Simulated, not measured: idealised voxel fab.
voxel self aligned vias: a process module
Cross-section cut spans 200 nm and uses square cells 5 nm in size.
Heads up, the way a cross-section reads in here is a grid of square cells, handed over as bands from the top down, with every band being one or more rows of cells.
Band: top and bottom heights (nm) first, top before bottom; then materials from left to right, widths in nm. "all across" marks a sole material filling the band edge to edge. "empty" denotes empty space.
Heights are measured from 0, the level below which the as-received wafer is all one material; the lowest band has no bottom and continues downward, written as in "0 down".
It should be noted that a width expressed as "30 to 40" varies in equal increments from row to row of cells within the band, taking the value of the first number at the top row and that of the second number at the bottom row.
Where a step carries "nothing changed", the cross-section came out of it unchanged, cell for cell.
Closed empty spaces (no open way to the top) of 8 cells or more are what "Closed void catalog" lists, each as width x height at distance from the left edge, nm for all three.
Where a step's line continues beyond its settings, the continuation is a remark by the simulator itself on that step.
overlay nm: mask right of planned place by this much (step with mask). Neg. = left.

The process steps that were planned are listed below:
- 1: RECEIVE,material Si
- 2: CONFORMAL_DEP,material SiO2,thk nm 15
- 3: CONFORMAL_DEP,material SiCN,thk nm 5
- 4: DIRECTIONAL_DEP,material lowk,thk nm 20
- 5: PATTERN,tone open,mask id LINES,material resist,width nm 20,pitch nm 45,thk nm 20,overlay nm 0
- 6: DIRECTIONAL_ETCH,etch materials lowk,depth nm 20
- 7: STRIP,etch materials resist
- 8: CONFORMAL_DEP,material TiN,thk nm 5
- 9: FILL_DEP,material Ru,thk nm 10
- 10: CMP,height nm 40
- 11: SELECTIVE_ETCH,etch materials W Ru TiN,depth nm 10
- 12: FILL_DEP,material SiN,thk nm 10
- 13: CMP,height nm 40
- 14: DIRECTIONAL_DEP,material lowk,thk nm 15
- 15: MASKED_ETCH,tone open,mask id VIAS,width nm 30,pitch nm 90,etch materials lowk,depth nm 15,overlay nm 0
- 16: MASKED_ETCH,tone open,mask id VIAS,width nm 30,pitch nm 90,etch materials SiN,depth nm 10,overlay nm 0
- 17: CONFORMAL_DEP,material TiN,thk nm 5
- 18: FILL_DEP,material Ru,thk nm 5
- 19: CMP,height nm 55
- 20: CONFORMAL_DEP,material SiN,thk nm 5

The following pertains to the first of two wafers, which was processed as planned:

Delivered wafer in cross-section: state after step 1:
  0 down | Si all across
  Closed void catalog: none

Take a look at the wafer's cross-section after step 2:
  15 to 0 | SiO2 all across
  Everything below 0 is unchanged.

Take a look at the wafer's cross-section after step 3:
  20 to 15 | SiCN all across
  Everything below 15 is unchanged.

Take a look at the wafer's cross-section after step 4:
  40 to 20 | lowk all across
  Everything below 20 is unchanged.

Take a look at the wafer's cross-section after step 5:
  60 to 40 | 45 nm resist / 20 nm empty / 25 nm resist / 20 nm empty / 25 nm resist / 20 nm empty / 45 nm resist
  Everything below 40 is unchanged.

Take a look at the wafer's cross-section after step 6:
  60 to 40 | 45 nm resist / 20 nm empty / 25 nm resist / 20 nm empty / 25 nm resist / 20 nm empty / 45 nm resist
  40 to 20 | 45 nm lowk / 20 nm empty / 25 nm lowk / 20 nm empty / 25 nm lowk / 20 nm empty / 45 nm lowk
  Everything below 20 is unchanged.

Take a look at the wafer's cross-section after step 7:
  40 to 20 | 45 nm lowk / 20 nm empty / 25 nm lowk / 20 nm empty / 25 nm lowk / 20 nm empty / 45 nm lowk
  Everything below 20 is unchanged.

Take a look at the wafer's cross-section after step 8:
  45 to 40 | 50 nm TiN / 10 nm empty / 35 nm TiN / 10 nm empty / 35 nm TiN / 10 nm empty / 50 nm TiN
  40 to 25 | 45 nm lowk / 5 nm TiN / 10 nm empty / 5 nm TiN / 25 nm lowk / 5 nm TiN / 10 nm empty / 5 nm TiN / 25 nm lowk / 5 nm TiN / 10 nm empty / 5 nm TiN / 45 nm lowk
  25 to 20 | 45 nm lowk / 20 nm TiN / 25 nm lowk / 20 nm TiN / 25 nm lowk / 20 nm TiN / 45 nm lowk
  Everything below 20 is unchanged.

Take a look at the wafer's cross-section after step 9:
  55 to 45 | Ru all across
  45 to 40 | 50 nm TiN / 10 nm Ru / 35 nm TiN / 10 nm Ru / 35 nm TiN / 10 nm Ru / 50 nm TiN
  40 to 25 | 45 nm lowk / 5 nm TiN / 10 nm Ru / 5 nm TiN / 25 nm lowk / 5 nm TiN / 10 nm Ru / 5 nm TiN / 25 nm lowk / 5 nm TiN / 10 nm Ru / 5 nm TiN / 45 nm lowk
  Everything below 25 is unchanged.

Take a look at the wafer's cross-section after step 10:
  40 to 25 | 45 nm lowk / 5 nm TiN / 10 nm Ru / 5 nm TiN / 25 nm lowk / 5 nm TiN / 10 nm Ru / 5 nm TiN / 25 nm lowk / 5 nm TiN / 10 nm Ru / 5 nm TiN / 45 nm lowk
  Everything below 25 is unchanged.

Take a look at the wafer's cross-section after step 11:
  40 to 30 | 45 nm lowk / 20 nm empty / 25 nm lowk / 20 nm empty / 25 nm lowk / 20 nm empty / 45 nm lowk
  Everything below 30 is unchanged.

Take a look at the wafer's cross-section after step 12:
  50 to 40 | SiN all across
  40 to 30 | 45 nm lowk / 20 nm SiN / 25 nm lowk / 20 nm SiN / 25 nm lowk / 20 nm SiN / 45 nm lowk
  Everything below 30 is unchanged.

Take a look at the wafer's cross-section after step 13:
  40 to 30 | 45 nm lowk / 20 nm SiN / 25 nm lowk / 20 nm SiN / 25 nm lowk / 20 nm SiN / 45 nm lowk
  Everything below 30 is unchanged.

Take a look at the wafer's cross-section after step 14:
  55 to 40 | lowk all across
  Everything below 40 is unchanged.

Take a look at the wafer's cross-section after step 15:
  55 to 40 | 40 nm lowk / 30 nm empty / 60 nm lowk / 30 nm empty / 40 nm lowk
  Everything below 40 is unchanged.

Take a look at the wafer's cross-section after step 16:
  55 to 40 | 40 nm lowk / 30 nm empty / 60 nm lowk / 30 nm empty / 40 nm lowk
  40 to 30 | 45 nm lowk / 20 nm empty / 25 nm lowk / 20 nm SiN / 25 nm lowk / 20 nm empty / 45 nm lowk
  Everything below 30 is unchanged.

Take a look at the wafer's cross-section after step 17:
  60 to 55 | 45 nm TiN / 20 nm empty / 70 nm TiN / 20 nm empty / 45 nm TiN
  55 to 45 | 40 nm lowk / 5 nm TiN / 20 nm empty / 5 nm TiN / 60 nm lowk / 5 nm TiN / 20 nm empty / 5 nm TiN / 40 nm lowk
  45 to 40 | 40 nm lowk / 10 nm TiN / 10 nm empty / 10 nm TiN / 60 nm lowk / 10 nm TiN / 10 nm empty / 10 nm TiN / 40 nm lowk
  40 to 35 | 45 nm lowk / 5 nm TiN / 10 nm empty / 5 nm TiN / 25 nm lowk / 20 nm SiN / 25 nm lowk / 5 nm TiN / 10 nm empty / 5 nm TiN / 45 nm lowk
  35 to 30 | 45 nm lowk / 20 nm TiN / 25 nm lowk / 20 nm SiN / 25 nm lowk / 20 nm TiN / 45 nm lowk
  Everything below 30 is unchanged.

Take a look at the wafer's cross-section after step 18:
  65 to 60 | Ru all across
  60 to 55 | 45 nm TiN / 20 nm Ru / 70 nm TiN / 20 nm Ru / 45 nm TiN
  55 to 45 | 40 nm lowk / 5 nm TiN / 20 nm Ru / 5 nm TiN / 60 nm lowk / 5 nm TiN / 20 nm Ru / 5 nm TiN / 40 nm lowk
  45 to 40 | 40 nm lowk / 10 nm TiN / 10 nm Ru / 10 nm TiN / 60 nm lowk / 10 nm TiN / 10 nm Ru / 10 nm TiN / 40 nm lowk
  40 to 35 | 45 nm lowk / 5 nm TiN / 10 nm Ru / 5 nm TiN / 25 nm lowk / 20 nm SiN / 25 nm lowk / 5 nm TiN / 10 nm Ru / 5 nm TiN / 45 nm lowk
  Everything below 35 is unchanged.

Take a look at the wafer's cross-section after step 19:
  55 to 45 | 40 nm lowk / 5 nm TiN / 20 nm Ru / 5 nm TiN / 60 nm lowk / 5 nm TiN / 20 nm Ru / 5 nm TiN / 40 nm lowk
  Everything below 45 is unchanged.

Take a look at the wafer's cross-section after step 20:
  60 to 55 | SiN all across
  Everything below 55 is unchanged.

Companion wafer, the second of two: same beginning, same intended sequence, one mistake in carrying it out; through step 14 inclusive it tracks the first exactly:

Second wafer at the planned finish of step 15, seen in cross-section:
  55 to 40 | 40 nm lowk / 30 nm empty / 60 nm lowk / 30 nm empty / 40 nm lowk
  40 to 30 | 40 nm lowk / 5 nm empty / 20 nm SiN / 5 nm empty / 20 nm lowk / 20 nm SiN / 20 nm lowk / 5 nm empty / 20 nm SiN / 5 nm empty / 40 nm lowk
  Everything below 30 is unchanged.

Second wafer at the planned finish of step 16, seen in cross-section:
  55 to 40 | 40 nm lowk / 30 nm empty / 60 nm lowk / 30 nm empty / 40 nm lowk
  40 to 30 | 40 nm lowk / 30 nm empty / 20 nm lowk / 20 nm SiN / 20 nm lowk / 30 nm empty / 40 nm lowk
  Everything below 30 is unchanged.

Second wafer at the planned finish of step 17, seen in cross-section:
  60 to 55 | 45 nm TiN / 20 nm empty / 70 nm TiN / 20 nm empty / 45 nm TiN
  55 to 40 | 40 nm lowk / 5 nm TiN / 20 nm empty / 5 nm TiN / 60 nm lowk / 5 nm TiN / 20 nm empty / 5 nm TiN / 40 nm lowk
  40 to 35 | 40 nm lowk / 5 nm TiN / 20 nm empty / 5 nm TiN / 20 nm lowk / 20 nm SiN / 20 nm lowk / 5 nm TiN / 20 nm empty / 5 nm TiN / 40 nm lowk
  35 to 30 | 40 nm lowk / 30 nm TiN / 20 nm lowk / 20 nm SiN / 20 nm lowk / 30 nm TiN / 40 nm lowk
  Everything below 30 is unchanged.

Second wafer at the planned finish of step 18, seen in cross-section:
  65 to 60 | Ru all across
  60 to 55 | 45 nm TiN / 20 nm Ru / 70 nm TiN / 20 nm Ru / 45 nm TiN
  55 to 40 | 40 nm lowk / 5 nm TiN / 20 nm Ru / 5 nm TiN / 60 nm lowk / 5 nm TiN / 20 nm Ru / 5 nm TiN / 40 nm lowk
  40 to 35 | 40 nm lowk / 5 nm TiN / 20 nm Ru / 5 nm TiN / 20 nm lowk / 20 nm SiN / 20 nm lowk / 5 nm TiN / 20 nm Ru / 5 nm TiN / 40 nm lowk
  Everything below 35 is unchanged.

Second wafer at the planned finish of step 19, seen in cross-section:
  55 to 40 | 40 nm lowk / 5 nm TiN / 20 nm Ru / 5 nm TiN / 60 nm lowk / 5 nm TiN / 20 nm Ru / 5 nm TiN / 40 nm lowk
  Everything below 40 is unchanged.

Second wafer at the planned finish of step 20, seen in cross-section:
  60 to 55 | SiN all across
  Everything below 55 is unchanged.
Against the plan, the run slipped here: step 15 did not use the planned setting and instead ran as MASKED_ETCH,tone open,mask id VIAS,width nm 30,pitch nm 90,etch materials lowk,depth nm 25,overlay nm 0
Per the end-of-run cell counts, the second wafer holds more or fewer of some materials than the first: Ru: 8 more | lowk: 8 fewer
